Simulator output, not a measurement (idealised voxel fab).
voxel tone inversion: a process module
The figure presents cross-section cut, which has a width of 270 nm and is divided into square cells with an edge length of 5 nm.
Cross-section layout: square cells on a grid; listed as bands, top to bottom; a band spans one or more cell rows. Per band: top height and bottom height in nm, followed by the left-to-right materials and their widths in nm; "edge to edge" marks a single material spanning edge to edge, "air" marks empty space. Convention: height 0 is the level below which the wafer, as received, is all one material. The lowest band does not terminate at the bottom but continues downward, represented as "0 and below". Top row gets the first number, bottom row gets the second, and each row in between changes by the same step: that is how a band width like "30 to 40" works. Step note "no alteration" = no cross-section cell changed. The list in "Cavities, sealed" covers empty spaces of 8 cells or more that cannot reach the top through any open way, and it gives each as width x height at distance; the distance is from the left edge, and width, height and distance are in nm. Anything after a step's settings on that line? It's the simulator's own note about the step. A step line may carry the setting "overlay nm", which, for steps involving a mask, states the distance by which the mask lay to the right of its intended position; negative values denote displacement to the left.
STEPS PLANNED FOR THE PROCESS
step 1: RECEIVE with material Si
step 2: CONFORMAL_DEP with material SiCN, thk nm 5
step 3: DIRECTIONAL_DEP with material polySi, thk nm 15
step 4: PATTERN with tone cover, mask id POSTS, material resist, width nm 15, pitch nm 45, thk nm 25, overlay nm 0
step 5: DIRECTIONAL_ETCH with etch materials polySi, depth nm 15
step 6: STRIP with etch materials resist
step 7: FILL_DEP with material lowk, thk nm 5
step 8: CMP with height nm 20
step 9: STRIP with etch materials polySi
The wafers are alike at the start. At step 4, their width nm differs. The plan lists the first wafer's value.
CROSS-SECTION OF THE FIRST OF SEVERAL WAFERS AS RECEIVED (AFTER STEP 1)
	0 and below: Si edge to edge
	Cavities, sealed: none
FOR YOUR REFERENCE, THE TABLE IS ORGANIZED WITH A ROW PER WAFER; EACH ROW REFLECTS THE WAFER AT THE END OF THE MODULE, INDICATING FOR EACH MATERIAL THE CELLS GAINED (+) OR LOST (-) SINCE RECEIPT, AND THEREAFTER ITS CLOSED VOIDS
width nm 15; +54 SiCN; +135 lowk; Cavities, sealed: none
width nm 20; +54 SiCN; +126 lowk; Cavities, sealed: none
width nm 25; +54 SiCN; +117 lowk; Cavities, sealed: none
width nm 30; +54 SiCN; +108 lowk; Cavities, sealed: none
